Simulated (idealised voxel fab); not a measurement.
The following is a process module called voxel wiring stack.
Cross-section cut spans 280 nm and uses square cells 5 nm in size.
Format of a cross-section: grid, square cells. Given as bands. Order: top down. Band: one or more rows of cells. Look at the band entry: it leads with the top's height and the bottom's height in nm. Then it lists the materials left to right, with a width in nm for each. The word "all across" on a single material says that material fills the band edge to edge. The word "empty" is empty space. For the purposes of this specification, 0 denotes the height below which the wafer in its as-received condition is composed wholly of one material, and the lowermost band, lacking a lower limit, extends downward without end, as expressed in "0 and below". The expression "30 to 40" gives the width at the extremes of the band, the first number at its top row of cells and the second at its bottom row, with the width changing by equal amounts from each row to the next in between. The designation "nothing changed", where it is given for a processing step, indicates that no cell of the cross-section was altered in the course of that step. Entry "closed voids" = empty spaces >= 8 cells with no open way to the top; each as width x height at distance, distance from left edge, all nm. If you see something after the settings on a step's line, that's the simulator's own remark about that step. A step line may carry the setting "overlay nm", which, for steps involving a mask, states the distance by which the mask lay to the right of its intended position; negative values denote displacement to the left. In what follows, pairs of cross-sections are presented, each taken before and after one process step, with the after cross-section shown only down to the lowest band that was altered; the step, together with its settings, is stated below the pair. The pairs may stem from different runs of this module on the same starting wafer; accordingly, a pair should be taken as continuing from the one above it solely where its entry headed "Before-step section" indicates as much.
## Before-step section
	0 and below = Si all across
	closed voids: none
## State After Step
	10 down to 0 = SiO2 all across
	below 0: unchanged
	closed voids: none
Which operation lies between the before and after views above? CONFORMAL_DEP [material SiO2] [thk nm 10]
Before-step section: identical to the post-step cross-section of the immediately preceding pair.
## State After Step
	15 down to 10 = SiN all across
	below 10: unchanged
	closed voids: none
Which operation lies between the before and after views above? CONFORMAL_DEP [material SiN] [thk nm 5]
Before-step section: identical to the post-step cross-section of the immediately preceding pair.
## State After Step
	35 down to 15 = lowk all across
	below 15: unchanged
	closed voids: none
Which operation lies between the before and after views above? DIRECTIONAL_DEP [material lowk] [thk nm 20]
Before-step section: identical to the post-step cross-section of the immediately preceding pair.
## State After Step
	35 down to 15 = lowk 55 nm; empty 20 nm; lowk 30 nm; empty 20 nm; lowk 30 nm; empty 20 nm; lowk 30 nm; empty 20 nm; lowk 55 nm
	below 15: unchanged
	closed voids: none
Which operation lies between the before and after views above? MASKED_ETCH [tone open] [mask id METAL_1] [width nm 20] [pitch nm 50] [etch materials lowk] [depth nm 20] [overlay nm 0]
Before-step section: identical to the post-step cross-section of the immediately preceding pair.
## State After Step
	35 down to 15 = lowk 55 nm; empty 20 nm; lowk 30 nm; empty 20 nm; lowk 30 nm; empty 20 nm; lowk 30 nm; empty 20 nm; lowk 55 nm
	15 down to 10 = SiN 55 nm; empty 20 nm; SiN 30 nm; empty 20 nm; SiN 30 nm; empty 20 nm; SiN 30 nm; empty 20 nm; SiN 55 nm
	below 10: unchanged
	closed voids: none
Which operation lies between the before and after views above? MASKED_ETCH [tone open] [mask id METAL_1] [width nm 20] [pitch nm 50] [etch materials SiN] [depth nm 5] [overlay nm 0]
Before-step section: identical to the post-step cross-section of the immediately preceding pair.
## State After Step
	40 down to 35 = TiN 60 nm; empty 10 nm; TiN 40 nm; empty 10 nm; TiN 40 nm; empty 10 nm; TiN 40 nm; empty 10 nm; TiN 60 nm
	35 down to 15 = lowk 55 nm; TiN 5 nm; empty 10 nm; TiN 5 nm; lowk 30 nm; TiN 5 nm; empty 10 nm; TiN 5 nm; lowk 30 nm; TiN 5 nm; empty 10 nm; TiN 5 nm; lowk 30 nm; TiN 5 nm; empty 10 nm; TiN 5 nm; lowk 55 nm
	15 down to 10 = SiN 55 nm; TiN 20 nm; SiN 30 nm; TiN 20 nm; SiN 30 nm; TiN 20 nm; SiN 30 nm; TiN 20 nm; SiN 55 nm
	below 10: unchanged
	closed voids: none
Which operation lies between the before and after views above? CONFORMAL_DEP [material TiN] [thk nm 5]
Before-step section: identical to the post-step cross-section of the immediately preceding pair.
## State After Step
	50 down to 40 = W all across
	40 down to 35 = TiN 60 nm; W 10 nm; TiN 40 nm; W 10 nm; TiN 40 nm; W 10 nm; TiN 40 nm; W 10 nm; TiN 60 nm
	35 down to 15 = lowk 55 nm; TiN 5 nm; W 10 nm; TiN 5 nm; lowk 30 nm; TiN 5 nm; W 10 nm; TiN 5 nm; lowk 30 nm; TiN 5 nm; W 10 nm; TiN 5 nm; lowk 30 nm; TiN 5 nm; W 10 nm; TiN 5 nm; lowk 55 nm
	below 15: unchanged
	closed voids: none
Which operation lies between the before and after views above? FILL_DEP [material W] [thk nm 10]
Before-step section: identical to the post-step cross-section of the immediately preceding pair.
## State After Step
	35 down to 15 = lowk 55 nm; TiN 5 nm; W 10 nm; TiN 5 nm; lowk 30 nm; TiN 5 nm; W 10 nm; TiN 5 nm; lowk 30 nm; TiN 5 nm; W 10 nm; TiN 5 nm; lowk 30 nm; TiN 5 nm; W 10 nm; TiN 5 nm; lowk 55 nm
	below 15: unchanged
	closed voids: none
Which operation lies between the before and after views above? CMP [height nm 35]
Before-step section: identical to the post-step cross-section of the immediately preceding pair.
## State After Step
	40 down to 35 = SiCN all across
	below 35: unchanged
	closed voids: none
Which operation lies between the before and after views above? CONFORMAL_DEP [material SiCN] [thk nm 5]
Before-step section: identical to the post-step cross-section of the immediately preceding pair.
## State After Step
	50 down to 40 = SiO2 all across
	below 40: unchanged
	closed voids: none
Which operation lies between the before and after views above? DIRECTIONAL_DEP [material SiO2] [thk nm 10]
Before-step section: identical to the post-step cross-section of the immediately preceding pair.
## State After Step
	65 down to 50 = aC all across
	below 50: unchanged
	closed voids: none
Which operation lies between the before and after views above? DIRECTIONAL_DEP [material aC] [thk nm 15]
Before-step section: identical to the post-step cross-section of the immediately preceding pair.
## State After Step
	100 down to 65 = resist 55 nm; empty 15 nm; resist 35 nm; empty 15 nm; resist 35 nm; empty 15 nm; resist 35 nm; empty 15 nm; resist 60 nm
	below 65: unchanged
	closed voids: none
Which operation lies between the before and after views above? PATTERN [tone open] [mask id PLUG_1] [material resist] [width nm 15] [pitch nm 50] [thk nm 35] [overlay nm 0]
Before-step section: identical to the post-step cross-section of the immediately preceding pair.
## State After Step
	85 down to 65 = resist 55 nm; empty 15 nm; resist 35 nm; empty 15 nm; resist 35 nm; empty 15 nm; resist 35 nm; empty 15 nm; resist 60 nm
	65 down to 50 = aC 55 nm; empty 15 nm; aC 35 nm; empty 15 nm; aC 35 nm; empty 15 nm; aC 35 nm; empty 15 nm; aC 60 nm
	below 50: unchanged
	closed voids: none
Which operation lies between the before and after views above? DIRECTIONAL_ETCH [etch materials aC] [depth nm 15]
Before-step section: identical to the post-step cross-section of the immediately preceding pair.
## State After Step
	65 down to 50 = aC 55 nm; empty 15 nm; aC 35 nm; empty 15 nm; aC 35 nm; empty 15 nm; aC 35 nm; empty 15 nm; aC 60 nm
	below 50: unchanged
	closed voids: none
Which operation lies between the before and after views above? STRIP [etch materials resist]
Before-step section: identical to the post-step cross-section of the immediately preceding pair.
## State After Step
	65 down to 50 = aC 55 nm; empty 15 nm; aC 35 nm; empty 15 nm; aC 35 nm; empty 15 nm; aC 35 nm; empty 15 nm; aC 60 nm
	50 down to 40 = SiO2 55 nm; empty 15 nm; SiO2 35 nm; empty 15 nm; SiO2 35 nm; empty 15 nm; SiO2 35 nm; empty 15 nm; SiO2 60 nm
	below 40: unchanged
	closed voids: none
Which operation lies between the before and after views above? DIRECTIONAL_ETCH [etch materials SiO2] [depth nm 10]
Before-step section: identical to the post-step cross-section of the immediately preceding pair.
## State After Step
	65 down to 50 = aC 55 nm; empty 15 nm; aC 35 nm; empty 15 nm; aC 35 nm; empty 15 nm; aC 35 nm; empty 15 nm; aC 60 nm
	50 down to 40 = SiO2 55 nm; empty 15 nm; SiO2 35 nm; empty 15 nm; SiO2 35 nm; empty 15 nm; SiO2 35 nm; empty 15 nm; SiO2 60 nm
	40 down to 35 = SiCN 55 nm; empty 15 nm; SiCN 35 nm; empty 15 nm; SiCN 35 nm; empty 15 nm; SiCN 35 nm; empty 15 nm; SiCN 60 nm
	below 35: unchanged
	closed voids: none
Which operation lies between the before and after views above? DIRECTIONAL_ETCH [etch materials SiCN] [depth nm 5]
Before-step section: identical to the post-step cross-section of the immediately preceding pair.
## State After Step
	50 down to 40 = SiO2 55 nm; empty 15 nm; SiO2 35 nm; empty 15 nm; SiO2 35 nm; empty 15 nm; SiO2 35 nm; empty 15 nm; SiO2 60 nm
	below 40: unchanged
	closed voids: none
Which operation lies between the before and after views above? STRIP [etch materials aC]
Before-step section: identical to the post-step cross-section of the immediately preceding pair.
## State After Step
	50 down to 45 = SiO2 55 nm; empty 15 nm; SiO2 35 nm; empty 15 nm; SiO2 35 nm; empty 15 nm; SiO2 35 nm; empty 15 nm; SiO2 60 nm
	45 down to 40 = SiO2 55 nm; Ru 15 nm; SiO2 35 nm; Ru 15 nm; SiO2 35 nm; Ru 15 nm; SiO2 35 nm; Ru 15 nm; SiO2 60 nm
	40 down to 35 = SiCN 55 nm; Ru 15 nm; SiCN 35 nm; Ru 15 nm; SiCN 35 nm; Ru 15 nm; SiCN 35 nm; Ru 15 nm; SiCN 60 nm
	below 35: unchanged
	closed voids: none
Which operation lies between the before and after views above? EPI [material Ru] [thk nm 10]
Before-step section: identical to the post-step cross-section of the immediately preceding pair.
## State After Step
	50 down to 40 = SiO2 55 nm; Ru 15 nm; SiO2 35 nm; Ru 15 nm; SiO2 35 nm; Ru 15 nm; SiO2 35 nm; Ru 15 nm; SiO2 60 nm
	below 40: unchanged
	closed voids: none
Which operation lies between the before and after views above? EPI [material Ru] [thk nm 5]
Before-step section: identical to the post-step cross-section of the immediately preceding pair.
## State After Step
	55 down to 50 = TiN all across
	below 50: unchanged
	closed voids: none
Which operation lies between the before and after views above? DIRECTIONAL_DEP [material TiN] [thk nm 5]
Before-step section: identical to the post-step cross-section of the immediately preceding pair.
## State After Step
	80 down to 55 = Ru all across
	below 55: unchanged
	closed voids: none
Which operation lies between the before and after views above? DIRECTIONAL_DEP [material Ru] [thk nm 25]
Before-step section: identical to the post-step cross-section of the immediately preceding pair.
## State After Step
	90 down to 80 = aC all across
	below 80: unchanged
	closed voids: none
Which operation lies between the before and after views above? DIRECTIONAL_DEP [material aC] [thk nm 10]
Before-step section: identical to the post-step cross-section of the immediately preceding pair.
## State After Step
	115 down to 90 = empty 55 nm; resist 20 nm; empty 30 nm; resist 20 nm; empty 30 nm; resist 20 nm; empty 30 nm; resist 20 nm; empty 55 nm
	below 90: unchanged
	closed voids: none
Which operation lies between the before and after views above? PATTERN [tone cover] [mask id METAL_2] [material resist] [width nm 20] [pitch nm 50] [thk nm 25] [overlay nm 0]
Before-step section: identical to the post-step cross-section of the immediately preceding pair.
## State After Step
	105 down to 90 = empty 55 nm; resist 20 nm; empty 30 nm; resist 20 nm; empty 30 nm; resist 20 nm; empty 30 nm; resist 20 nm; empty 55 nm
	90 down to 80 = empty 55 nm; aC 20 nm; empty 30 nm; aC 20 nm; empty 30 nm; aC 20 nm; empty 30 nm; aC 20 nm; empty 55 nm
	below 80: unchanged
	closed voids: none
Which operation lies between the before and after views above? DIRECTIONAL_ETCH [etch materials aC] [depth nm 10]
Before-step section: identical to the post-step cross-section of the immediately preceding pair.
## State After Step
	90 down to 80 = empty 55 nm; aC 20 nm; empty 30 nm; aC 20 nm; empty 30 nm; aC 20 nm; empty 30 nm; aC 20 nm; empty 55 nm
	below 80: unchanged
	closed voids: none
Which operation lies between the before and after views above? STRIP [etch materials resist]
Before-step section: identical to the post-step cross-section of the immediately preceding pair.
## State After Step
	90 down to 80 = empty 55 nm; aC 20 nm; empty 30 nm; aC 20 nm; empty 30 nm; aC 20 nm; empty 30 nm; aC 20 nm; empty 55 nm
	80 down to 55 = empty 55 nm; Ru 20 nm; empty 30 nm; Ru 20 nm; empty 30 nm; Ru 20 nm; empty 30 nm; Ru 20 nm; empty 55 nm
	below 55: unchanged
	closed voids: none
Which operation lies between the before and after views above? DIRECTIONAL_ETCH [etch materials Ru] [depth nm 25]
Before-step section: identical to the post-step cross-section of the immediately preceding pair.
## State After Step
	90 down to 80 = empty 55 nm; aC 20 nm; empty 30 nm; aC 20 nm; empty 30 nm; aC 20 nm; empty 30 nm; aC 20 nm; empty 55 nm
	80 down to 55 = empty 55 nm; Ru 20 nm; empty 30 nm; Ru 20 nm; empty 30 nm; Ru 20 nm; empty 30 nm; Ru 20 nm; empty 55 nm
	55 down to 50 = empty 55 nm; TiN 20 nm; empty 30 nm; TiN 20 nm; empty 30 nm; TiN 20 nm; empty 30 nm; TiN 20 nm; empty 55 nm
	below 50: unchanged
	closed voids: none
Which operation lies between the before and after views above? DIRECTIONAL_ETCH [etch materials TiN] [depth nm 5]
Before-step section: identical to the post-step cross-section of the immediately preceding pair.
## State After Step
	80 down to 55 = empty 55 nm; Ru 20 nm; empty 30 nm; Ru 20 nm; empty 30 nm; Ru 20 nm; empty 30 nm; Ru 20 nm; empty 55 nm
	below 55: unchanged
	closed voids: none
Which operation lies between the before and after views above? STRIP [etch materials aC]
Before-step section: identical to the post-step cross-section of the immediately preceding pair.
## State After Step
	90 down to 80 = lowk all across
	80 down to 55 = lowk 55 nm; Ru 20 nm; lowk 30 nm; Ru 20 nm; lowk 30 nm; Ru 20 nm; lowk 30 nm; Ru 20 nm; lowk 55 nm
	55 down to 50 = lowk 55 nm; TiN 20 nm; lowk 30 nm; TiN 20 nm; lowk 30 nm; TiN 20 nm; lowk 30 nm; TiN 20 nm; lowk 55 nm
	below 50: unchanged
	closed voids: none
Which operation lies between the before and after views above? FILL_DEP [material lowk] [thk nm 10]
Before-step section: identical to the post-step cross-section of the immediately preceding pair.
## State After Step
	80 down to 55 = lowk 55 nm; Ru 20 nm; lowk 30 nm; Ru 20 nm; lowk 30 nm; Ru 20 nm; lowk 30 nm; Ru 20 nm; lowk 55 nm
	below 55: unchanged
	closed voids: none
Which operation lies between the before and after views above? CMP [height nm 80]
Before-step section: identical to the post-step cross-section of the immediately preceding pair.
## State After Step
	85 down to 80 = SiN all across
	below 80: unchanged
	closed voids: none
Which operation lies between the before and after views above? CONFORMAL_DEP [material SiN] [thk nm 5]
## Before-step section
	0 and below = Si all across
	closed voids: none
## State After Step
	5 down to 0 = SiN all across
	below 0: unchanged
	closed voids: none
Which operation lies between the before and after views above? CONFORMAL_DEP [material SiN] [thk nm 5]
Before-step section: identical to the post-step cross-section of the immediately preceding pair.
## State After Step
	25 down to 5 = lowk all across
	below 5: unchanged
	closed voids: none
Which operation lies between the before and after views above? DIRECTIONAL_DEP [material lowk] [thk nm 20]
Before-step section: identical to the post-step cross-section of the immediately preceding pair.
## State After Step
	25 down to 5 = lowk 55 nm; empty 20 nm; lowk 30 nm; empty 20 nm; lowk 30 nm; empty 20 nm; lowk 30 nm; empty 20 nm; lowk 55 nm
	below 5: unchanged
	closed voids: none
Which operation lies between the before and after views above? MASKED_ETCH [tone open] [mask id METAL_1] [width nm 20] [pitch nm 50] [etch materials lowk] [depth nm 20] [overlay nm 0]
Before-step section: identical to the post-step cross-section of the immediately preceding pair.
## State After Step
	25 down to 5 = lowk 55 nm; empty 20 nm; lowk 30 nm; empty 20 nm; lowk 30 nm; empty 20 nm; lowk 30 nm; empty 20 nm; lowk 55 nm
	5 down to 0 = SiN 55 nm; empty 20 nm; SiN 30 nm; empty 20 nm; SiN 30 nm; empty 20 nm; SiN 30 nm; empty 20 nm; SiN 55 nm
	below 0: unchanged
	closed voids: none
Which operation lies between the before and after views above? MASKED_ETCH [tone open] [mask id METAL_1] [width nm 20] [pitch nm 50] [etch materials SiN] [depth nm 5] [overlay nm 0]
Before-step section: identical to the post-step cross-section of the immediately preceding pair.
## State After Step
	30 down to 25 = TiN 60 nm; empty 10 nm; TiN 40 nm; empty 10 nm; TiN 40 nm; empty 10 nm; TiN 40 nm; empty 10 nm; TiN 60 nm
	25 down to 5 = lowk 55 nm; TiN 5 nm; empty 10 nm; TiN 5 nm; lowk 30 nm; TiN 5 nm; empty 10 nm; TiN 5 nm; lowk 30 nm; TiN 5 nm; empty 10 nm; TiN 5 nm; lowk 30 nm; TiN 5 nm; empty 10 nm; TiN 5 nm; lowk 55 nm
	5 down to 0 = SiN 55 nm; TiN 20 nm; SiN 30 nm; TiN 20 nm; SiN 30 nm; TiN 20 nm; SiN 30 nm; TiN 20 nm; SiN 55 nm
	below 0: unchanged
	closed voids: none
Which operation lies between the before and after views above? CONFORMAL_DEP [material TiN] [thk nm 5]
Before-step section: identical to the post-step cross-section of the immediately preceding pair.
## State After Step
	40 down to 30 = W all across
	30 down to 25 = TiN 60 nm; W 10 nm; TiN 40 nm; W 10 nm; TiN 40 nm; W 10 nm; TiN 40 nm; W 10 nm; TiN 60 nm
	25 down to 5 = lowk 55 nm; TiN 5 nm; W 10 nm; TiN 5 nm; lowk 30 nm; TiN 5 nm; W 10 nm; TiN 5 nm; lowk 30 nm; TiN 5 nm; W 10 nm; TiN 5 nm; lowk 30 nm; TiN 5 nm; W 10 nm; TiN 5 nm; lowk 55 nm
	below 5: unchanged
	closed voids: none
Which operation lies between the before and after views above? FILL_DEP [material W] [thk nm 10]
Before-step section: identical to the post-step cross-section of the immediately preceding pair.
## State After Step
	35 down to 30 = W all across
	below 30: unchanged
	closed voids: none
Which operation lies between the before and after views above? CMP [height nm 35]
Before-step section: identical to the post-step cross-section of the immediately preceding pair.
## State After Step
	40 down to 35 = SiCN all across
	below 35: unchanged
	closed voids: none
Which operation lies between the before and after views above? CONFORMAL_DEP [material SiCN] [thk nm 5]
Before-step section: identical to the post-step cross-section of the immediately preceding pair.
## State After Step
	50 down to 40 = SiO2 all across
	below 40: unchanged
	closed voids: none
Which operation lies between the before and after views above? DIRECTIONAL_DEP [material SiO2] [thk nm 10]
Before-step section: identical to the post-step cross-section of the immediately preceding pair.
## State After Step
	65 down to 50 = aC all across
	below 50: unchanged
	closed voids: none
Which operation lies between the before and after views above? DIRECTIONAL_DEP [material aC] [thk nm 15]
Before-step section: identical to the post-step cross-section of the immediately preceding pair.
## State After Step
	100 down to 65 = resist 55 nm; empty 15 nm; resist 35 nm; empty 15 nm; resist 35 nm; empty 15 nm; resist 35 nm; empty 15 nm; resist 60 nm
	below 65: unchanged
	closed voids: none
Which operation lies between the before and after views above? PATTERN [tone open] [mask id PLUG_1] [material resist] [width nm 15] [pitch nm 50] [thk nm 35] [overlay nm 0]
Before-step section: identical to the post-step cross-section of the immediately preceding pair.
## State After Step
	85 down to 65 = resist 55 nm; empty 15 nm; resist 35 nm; empty 15 nm; resist 35 nm; empty 15 nm; resist 35 nm; empty 15 nm; resist 60 nm
	65 down to 50 = aC 55 nm; empty 15 nm; aC 35 nm; empty 15 nm; aC 35 nm; empty 15 nm; aC 35 nm; empty 15 nm; aC 60 nm
	below 50: unchanged
	closed voids: none
Which operation lies between the before and after views above? DIRECTIONAL_ETCH [etch materials aC] [depth nm 15]
Before-step section: identical to the post-step cross-section of the immediately preceding pair.
## State After Step
	65 down to 50 = aC 55 nm; empty 15 nm; aC 35 nm; empty 15 nm; aC 35 nm; empty 15 nm; aC 35 nm; empty 15 nm; aC 60 nm
	below 50: unchanged
	closed voids: none
Which operation lies between the before and after views above? STRIP [etch materials resist]
Before-step section: identical to the post-step cross-section of the immediately preceding pair.
## State After Step
	65 down to 50 = aC 55 nm; empty 15 nm; aC 35 nm; empty 15 nm; aC 35 nm; empty 15 nm; aC 35 nm; empty 15 nm; aC 60 nm
	50 down to 40 = SiO2 55 nm; empty 15 nm; SiO2 35 nm; empty 15 nm; SiO2 35 nm; empty 15 nm; SiO2 35 nm; empty 15 nm; SiO2 60 nm
	below 40: unchanged
	closed voids: none
Which operation lies between the before and after views above? DIRECTIONAL_ETCH [etch materials SiO2] [depth nm 10]
Before-step section: identical to the post-step cross-section of the immediately preceding pair.
## State After Step
	65 down to 50 = aC 55 nm; empty 15 nm; aC 35 nm; empty 15 nm; aC 35 nm; empty 15 nm; aC 35 nm; empty 15 nm; aC 60 nm
	50 down to 40 = SiO2 55 nm; empty 15 nm; SiO2 35 nm; empty 15 nm; SiO2 35 nm; empty 15 nm; SiO2 35 nm; empty 15 nm; SiO2 60 nm
	40 down to 35 = SiCN 55 nm; empty 15 nm; SiCN 35 nm; empty 15 nm; SiCN 35 nm; empty 15 nm; SiCN 35 nm; empty 15 nm; SiCN 60 nm
	below 35: unchanged
	closed voids: none
Which operation lies between the before and after views above? DIRECTIONAL_ETCH [etch materials SiCN] [depth nm 5]
Before-step section: identical to the post-step cross-section of the immediately preceding pair.
## State After Step
	50 down to 40 = SiO2 55 nm; empty 15 nm; SiO2 35 nm; empty 15 nm; SiO2 35 nm; empty 15 nm; SiO2 35 nm; empty 15 nm; SiO2 60 nm
	below 40: unchanged
	closed voids: none
Which operation lies between the before and after views above? STRIP [etch materials aC]
Before-step section: identical to the post-step cross-section of the immediately preceding pair.
## State After Step
	50 down to 45 = SiO2 55 nm; empty 15 nm; SiO2 35 nm; empty 15 nm; SiO2 35 nm; empty 15 nm; SiO2 35 nm; empty 15 nm; SiO2 60 nm
	45 down to 40 = SiO2 55 nm; Ru 15 nm; SiO2 35 nm; Ru 15 nm; SiO2 35 nm; Ru 15 nm; SiO2 35 nm; Ru 15 nm; SiO2 60 nm
	40 down to 35 = SiCN 55 nm; Ru 15 nm; SiCN 35 nm; Ru 15 nm; SiCN 35 nm; Ru 15 nm; SiCN 35 nm; Ru 15 nm; SiCN 60 nm
	below 35: unchanged
	closed voids: none
Which operation lies between the before and after views above? EPI [material Ru] [thk nm 10]
Before-step section: identical to the post-step cross-section of the immediately preceding pair.
## State After Step
	50 down to 40 = SiO2 55 nm; Ru 15 nm; SiO2 35 nm; Ru 15 nm; SiO2 35 nm; Ru 15 nm; SiO2 35 nm; Ru 15 nm; SiO2 60 nm
	below 40: unchanged
	closed voids: none
Which operation lies between the before and after views above? EPI [material Ru] [thk nm 5]
Before-step section: identical to the post-step cross-section of the immediately preceding pair.
## State After Step
	55 down to 50 = TiN all across
	below 50: unchanged
	closed voids: none
Which operation lies between the before and after views above? DIRECTIONAL_DEP [material TiN] [thk nm 5]
Before-step section: identical to the post-step cross-section of the immediately preceding pair.
## State After Step
	80 down to 55 = Ru all across
	below 55: unchanged
	closed voids: none
Which operation lies between the before and after views above? DIRECTIONAL_DEP [material Ru] [thk nm 25]
Before-step section: identical to the post-step cross-section of the immediately preceding pair.
## State After Step
	90 down to 80 = aC all across
	below 80: unchanged
	closed voids: none
Which operation lies between the before and after views above? DIRECTIONAL_DEP [material aC] [thk nm 10]
Before-step section: identical to the post-step cross-section of the immediately preceding pair.
## State After Step
	115 down to 90 = empty 55 nm; resist 20 nm; empty 30 nm; resist 20 nm; empty 30 nm; resist 20 nm; empty 30 nm; resist 20 nm; empty 55 nm
	below 90: unchanged
	closed voids: none
Which operation lies between the before and after views above? PATTERN [tone cover] [mask id METAL_2] [material resist] [width nm 20] [pitch nm 50] [thk nm 25] [overlay nm 0]
Before-step section: identical to the post-step cross-section of the immediately preceding pair.
## State After Step
	105 down to 90 = empty 55 nm; resist 20 nm; empty 30 nm; resist 20 nm; empty 30 nm; resist 20 nm; empty 30 nm; resist 20 nm; empty 55 nm
	90 down to 80 = empty 55 nm; aC 20 nm; empty 30 nm; aC 20 nm; empty 30 nm; aC 20 nm; empty 30 nm; aC 20 nm; empty 55 nm
	below 80: unchanged
	closed voids: none
Which operation lies between the before and after views above? DIRECTIONAL_ETCH [etch materials aC] [depth nm 10]
Before-step section: identical to the post-step cross-section of the immediately preceding pair.
## State After Step
	90 down to 80 = empty 55 nm; aC 20 nm; empty 30 nm; aC 20 nm; empty 30 nm; aC 20 nm; empty 30 nm; aC 20 nm; empty 55 nm
	below 80: unchanged
	closed voids: none
Which operation lies between the before and after views above? STRIP [etch materials resist]
Before-step section: identical to the post-step cross-section of the immediately preceding pair.
## State After Step
	90 down to 80 = empty 55 nm; aC 20 nm; empty 30 nm; aC 20 nm; empty 30 nm; aC 20 nm; empty 30 nm; aC 20 nm; empty 55 nm
	80 down to 55 = empty 55 nm; Ru 20 nm; empty 30 nm; Ru 20 nm; empty 30 nm; Ru 20 nm; empty 30 nm; Ru 20 nm; empty 55 nm
	below 55: unchanged
	closed voids: none
Which operation lies between the before and after views above? DIRECTIONAL_ETCH [etch materials Ru] [depth nm 25]
Before-step section: identical to the post-step cross-section of the immediately preceding pair.
## State After Step
	90 down to 80 = empty 55 nm; aC 20 nm; empty 30 nm; aC 20 nm; empty 30 nm; aC 20 nm; empty 30 nm; aC 20 nm; empty 55 nm
	80 down to 55 = empty 55 nm; Ru 20 nm; empty 30 nm; Ru 20 nm; empty 30 nm; Ru 20 nm; empty 30 nm; Ru 20 nm; empty 55 nm
	55 down to 50 = empty 55 nm; TiN 20 nm; empty 30 nm; TiN 20 nm; empty 30 nm; TiN 20 nm; empty 30 nm; TiN 20 nm; empty 55 nm
	below 50: unchanged
	closed voids: none
Which operation lies between the before and after views above? DIRECTIONAL_ETCH [etch materials TiN] [depth nm 5]
Before-step section: identical to the post-step cross-section of the immediately preceding pair.
## State After Step
	80 down to 55 = empty 55 nm; Ru 20 nm; empty 30 nm; Ru 20 nm; empty 30 nm; Ru 20 nm; empty 30 nm; Ru 20 nm; empty 55 nm
	below 55: unchanged
	closed voids: none
Which operation lies between the before and after views above? STRIP [etch materials aC]
Before-step section: identical to the post-step cross-section of the immediately preceding pair.
## State After Step
	90 down to 80 = lowk all across
	80 down to 55 = lowk 55 nm; Ru 20 nm; lowk 30 nm; Ru 20 nm; lowk 30 nm; Ru 20 nm; lowk 30 nm; Ru 20 nm; lowk 55 nm
	55 down to 50 = lowk 55 nm; TiN 20 nm; lowk 30 nm; TiN 20 nm; lowk 30 nm; TiN 20 nm; lowk 30 nm; TiN 20 nm; lowk 55 nm
	below 50: unchanged
	closed voids: none
Which operation lies between the before and after views above? FILL_DEP [material lowk] [thk nm 10]
Before-step section: identical to the post-step cross-section of the immediately preceding pair.
## State After Step
	80 down to 55 = lowk 55 nm; Ru 20 nm; lowk 30 nm; Ru 20 nm; lowk 30 nm; Ru 20 nm; lowk 30 nm; Ru 20 nm; lowk 55 nm
	below 55: unchanged
	closed voids: none
Which operation lies between the before and after views above? CMP [height nm 80]
Before-step section: identical to the post-step cross-section of the immediately preceding pair.
## State After Step
	85 down to 80 = SiN all across
	below 80: unchanged
	closed voids: none
Which operation lies between the before and after views above? CONFORMAL_DEP [material SiN] [thk nm 5]
## Before-step section
	50 down to 45 = SiO2 55 nm; empty 15 nm; SiO2 35 nm; empty 15 nm; SiO2 35 nm; empty 15 nm; SiO2 35 nm; empty 15 nm; SiO2 60 nm
	45 down to 40 = SiO2 55 nm; Ru 15 nm; SiO2 35 nm; Ru 15 nm; SiO2 35 nm; Ru 15 nm; SiO2 35 nm; Ru 15 nm; SiO2 60 nm
	40 down to 35 = SiCN 55 nm; Ru 15 nm; SiCN 35 nm; Ru 15 nm; SiCN 35 nm; Ru 15 nm; SiCN 35 nm; Ru 15 nm; SiCN 60 nm
	35 down to 15 = lowk 55 nm; TiN 5 nm; W 10 nm; TiN 5 nm; lowk 30 nm; TiN 5 nm; W 10 nm; TiN 5 nm; lowk 30 nm; TiN 5 nm; W 10 nm; TiN 5 nm; lowk 30 nm; TiN 5 nm; W 10 nm; TiN 5 nm; lowk 55 nm
	15 down to 10 = SiN 55 nm; TiN 20 nm; SiN 30 nm; TiN 20 nm; SiN 30 nm; TiN 20 nm; SiN 30 nm; TiN 20 nm; SiN 55 nm
	10 down to 0 = SiO2 all across
	0 and below = Si all across
	closed voids: none
## State After Step
	55 down to 50 = empty 50 nm; Ru 25 nm; empty 25 nm; Ru 25 nm; empty 25 nm; Ru 25 nm; empty 25 nm; Ru 25 nm; empty 55 nm
	50 down to 40 = SiO2 55 nm; Ru 15 nm; SiO2 35 nm; Ru 15 nm; SiO2 35 nm; Ru 15 nm; SiO2 35 nm; Ru 15 nm; SiO2 60 nm
	below 40: unchanged
	closed voids: none
Which operation lies between the before and after views above? EPI [material Ru] [thk nm 10]
Before-step section: identical to the post-step cross-section of the immediately preceding pair.
## State After Step
	60 down to 50 = empty 45 nm; Ru 35 nm; empty 15 nm; Ru 35 nm; empty 15 nm; Ru 35 nm; empty 15 nm; Ru 35 nm; empty 50 nm
	below 50: unchanged
	closed voids: none
Which operation lies between the before and after views above? EPI [material Ru] [thk nm 5]
Before-step section: identical to the post-step cross-section of the immediately preceding pair.
## State After Step
	65 down to 60 = empty 45 nm; TiN 35 nm; empty 15 nm; TiN 35 nm; empty 15 nm; TiN 35 nm; empty 15 nm; TiN 35 nm; empty 50 nm
	60 down to 55 = empty 45 nm; Ru 35 nm; empty 15 nm; Ru 35 nm; empty 15 nm; Ru 35 nm; empty 15 nm; Ru 35 nm; empty 50 nm
	55 down to 50 = TiN 45 nm; Ru 35 nm; TiN 15 nm; Ru 35 nm; TiN 15 nm; Ru 35 nm; TiN 15 nm; Ru 35 nm; TiN 50 nm
	below 50: unchanged
	closed voids: none
Which operation lies between the before and after views above? DIRECTIONAL_DEP [material TiN] [thk nm 5]
Before-step section: identical to the post-step cross-section of the immediately preceding pair.
## State After Step
	90 down to 80 = empty 45 nm; Ru 35 nm; empty 15 nm; Ru 35 nm; empty 15 nm; Ru 35 nm; empty 15 nm; Ru 35 nm; empty 50 nm
	80 down to 65 = Ru all across
	65 down to 60 = Ru 45 nm; TiN 35 nm; Ru 15 nm; TiN 35 nm; Ru 15 nm; TiN 35 nm; Ru 15 nm; TiN 35 nm; Ru 50 nm
	60 down to 55 = Ru all across
	below 55: unchanged
	closed voids: none
Which operation lies between the before and after views above? DIRECTIONAL_DEP [material Ru] [thk nm 25]
Before-step section: identical to the post-step cross-section of the immediately preceding pair.
## State After Step
	100 down to 90 = empty 45 nm; aC 35 nm; empty 15 nm; aC 35 nm; empty 15 nm; aC 35 nm; empty 15 nm; aC 35 nm; empty 50 nm
	90 down to 80 = aC 45 nm; Ru 35 nm; aC 15 nm; Ru 35 nm; aC 15 nm; Ru 35 nm; aC 15 nm; Ru 35 nm; aC 50 nm
	below 80: unchanged
	closed voids: none
Which operation lies between the before and after views above? DIRECTIONAL_DEP [material aC] [thk nm 10]
